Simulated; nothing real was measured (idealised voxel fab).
This section sets out a process module, namely voxel double patterning.
Pictured: cross-section cut, 290 nm wide, on a grid of 5 nm square cells.
Format of a cross-section: grid, square cells. Given as bands. Order: top down. Band: one or more rows of cells.
What a band's entry tells you: where the top is and where the bottom is, as heights in nm, and after that what lies inside, material by material from left to right, each with its width in nm. Empty space is written as the word "air", and a single material marked with the word "all across" occupies the band from edge to edge.
The level at which height equals 0 is the one under which the wafer, as it arrives, is entirely one material. No lower edge exists for the bottom band, which continues downward and is notated as in "0..down".
Read "30 to 40" as a graded width: first number on top, second number at the bottom, same change between each pair of neighbouring rows.
"nothing was modified" after a step means that no cell of the cross-section changed.
Empty spaces counting at least 8 cells and having no open way to the top are listed in "Unvented cavities". The notation width x height at distance is used for each, the distance being from the left edge and all three values in nm.
Past the settings on a step's line: simulator remark, on that step.
When a step includes a mask, the "overlay nm" setting on its line states how far to the right of its planned place that mask lay, and negative values state how far to the left.
# The process steps that were planned are listed below
| 1 | RECEIVE: material Si |
| 2 | CONFORMAL_DEP: material SiN, thk nm 5 |
| 3 | DIRECTIONAL_DEP: material SiO2, thk nm 15 |
| 4 | DIRECTIONAL_DEP: material SiCN, thk nm 5 |
| 5 | DIRECTIONAL_DEP: material aC, thk nm 10 |
| 6 | PATTERN: tone open, mask id FIRST, material resist, width nm 15, pitch nm 50, thk nm 30, overlay nm 0 |
| 7 | DIRECTIONAL_ETCH: etch materials aC, depth nm 10 |
| 8 | STRIP: etch materials resist |
| 9 | DIRECTIONAL_ETCH: etch materials SiCN, depth nm 5 |
| 10 | STRIP: etch materials aC |
| 11 | PATTERN: tone open, mask id SECOND, material resist, width nm 15, thk nm 20, overlay nm 0 |
| 12 | DIRECTIONAL_ETCH: etch materials SiCN, depth nm 5 |
| 13 | STRIP: etch materials resist |
| 14 | DIRECTIONAL_ETCH: etch materials SiO2, depth nm 15 |
| 15 | STRIP: etch materials SiCN |
# Cross-sectional view of the wafer in its as-received condition, corresponding to the state after step 1
0..down  Si all across
Unvented cavities: none
# Final cross-section, module run with one mistake (start and plan as above)
20..5  air (110), then SiO2 (15), then air (35), then SiO2 (15), then air (115)
5..0  SiN all across
0..down  Si all across
Unvented cavities: none
Against the plan, the run slipped here: planned and actual differ for step 6; actual: PATTERN: tone cover, mask id FIRST, material resist, width nm 15, pitch nm 50, thk nm 30, overlay nm 0
